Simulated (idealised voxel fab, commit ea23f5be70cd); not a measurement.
Process module, titled voxel gate over fins
We display cut, a cross-section 210 nm in width whose square cells are each 5 nm.
Just so we're on the same page, the cross-sections are grids of square cells, and they're listed out in bands top to bottom, each band one or more rows deep.
Band: top and bottom heights (nm) first, top before bottom; then materials from left to right, widths in nm. "throughout" marks a sole material filling the band edge to edge. "air" denotes empty space.
Zero point of the height axis is 0; under it, received wafer = one material. Lowest band: continues down indefinitely, "0 -> down".
Think of "30->40" as a width that walks from the first number to the second as you go down the band, top row to bottom row, taking equal-sized steps from row to row.
Reading "same as before" for a step: not a cell of the cross-section changed in it.
Empty spaces without an open route to the top, at least 8 cells in extent, make up the entry "Sealed internal cavities"; each is given as width x height at distance, where the distance is measured from the left edge, and all are in nm.
Note: text after step settings on the step line = simulator remark on that step.
"overlay nm" denotes, for a step that has a mask, the displacement of the mask to the right of its planned place, with negative values corresponding to the left.
[Steps planned for the process]
- 1: RECEIVE: material Si
- 2: CONFORMAL_DEP: material SiN, thk nm 5
- 3: DIRECTIONAL_DEP: material aC, thk nm 10
- 4: PATTERN: tone cover, mask id FINS, material resist, width nm 15, pitch nm 35, thk nm 30, overlay nm 0
- 5: DIRECTIONAL_ETCH: etch materials aC, depth nm 10
- 6: STRIP: etch materials resist
- 7: DIRECTIONAL_ETCH: etch materials SiN, depth nm 5
- 8: DIRECTIONAL_ETCH: etch materials Si, depth nm 35
- 9: STRIP: etch materials aC
- 10: OXIDIZE: depth nm 5
- 11: FILL_DEP: material SiO2, thk nm 15
- 12: CMP: height nm 5
- 13: SELECTIVE_ETCH: etch materials SiO2, depth nm 20
- 14: STRIP: etch materials SiN
- 15: CONFORMAL_DEP: material HfO2, thk nm 5
- 16: CONFORMAL_DEP: material TiN, thk nm 5
- 17: CONFORMAL_DEP: material TiAl, thk nm 5
- 18: CONFORMAL_DEP: material TiN, thk nm 5
- 19: FILL_DEP: material W, thk nm 15
- 20: CMP: height nm 30
- 21: CONFORMAL_DEP: material SiN, thk nm 5
[Shown in cross-section is the wafer as received, that is, as it stands after step 1]
	0 -> down  Si throughout
	Sealed internal cavities: none
[The cross-section shown corresponds to the wafer at the conclusion of the module. The initial structure and the process plan are those presented above; however, one mistake occurred in executing the plan]
	35 -> 30  SiN throughout
	30 -> 15  W throughout
	15 -> 10  W: 35  TiN: 140  W: 35
	10 -> 5  W: 35  TiN: 5  TiAl: 25  TiN: 10  TiAl: 25  TiN: 10  TiAl: 25  TiN: 10  TiAl: 25  TiN: 5  W: 35
	5 -> 0  W: 35  TiN: 5  TiAl: 5  TiN: 15  TiAl: 5  TiN: 10  TiAl: 5  TiN: 15  TiAl: 5  TiN: 10  TiAl: 5  TiN: 15  TiAl: 5  TiN: 10  TiAl: 5  TiN: 15  TiAl: 5  TiN: 5  W: 35
	0 -> -5  TiN: 40  TiAl: 5  TiN: 5  Si: 5  TiN: 5  TiAl: 5  TiN: 10  TiAl: 5  TiN: 5  Si: 5  TiN: 5  TiAl: 5  TiN: 10  TiAl: 5  TiN: 5  Si: 5  TiN: 5  TiAl: 5  TiN: 10  TiAl: 5  TiN: 5  Si: 5  TiN: 5  TiAl: 5  TiN: 40
	-5 -> -10  TiAl: 45  TiN: 5  Si: 5  TiN: 5  TiAl: 20  TiN: 5  Si: 5  TiN: 5  TiAl: 20  TiN: 5  Si: 5  TiN: 5  TiAl: 20  TiN: 5  Si: 5  TiN: 5  TiAl: 45
	-10 -> -15  TiN: 50  Si: 5  TiN: 30  Si: 5  TiN: 30  Si: 5  TiN: 30  Si: 5  TiN: 50
	-15 -> -40  SiO2: 50  Si: 5  SiO2: 30  Si: 5  SiO2: 30  Si: 5  SiO2: 30  Si: 5  SiO2: 50
	-40 -> down  Si throughout
	Sealed internal cavities: none
Where did the run depart from the plan? skipped: plan step 15 (never run)
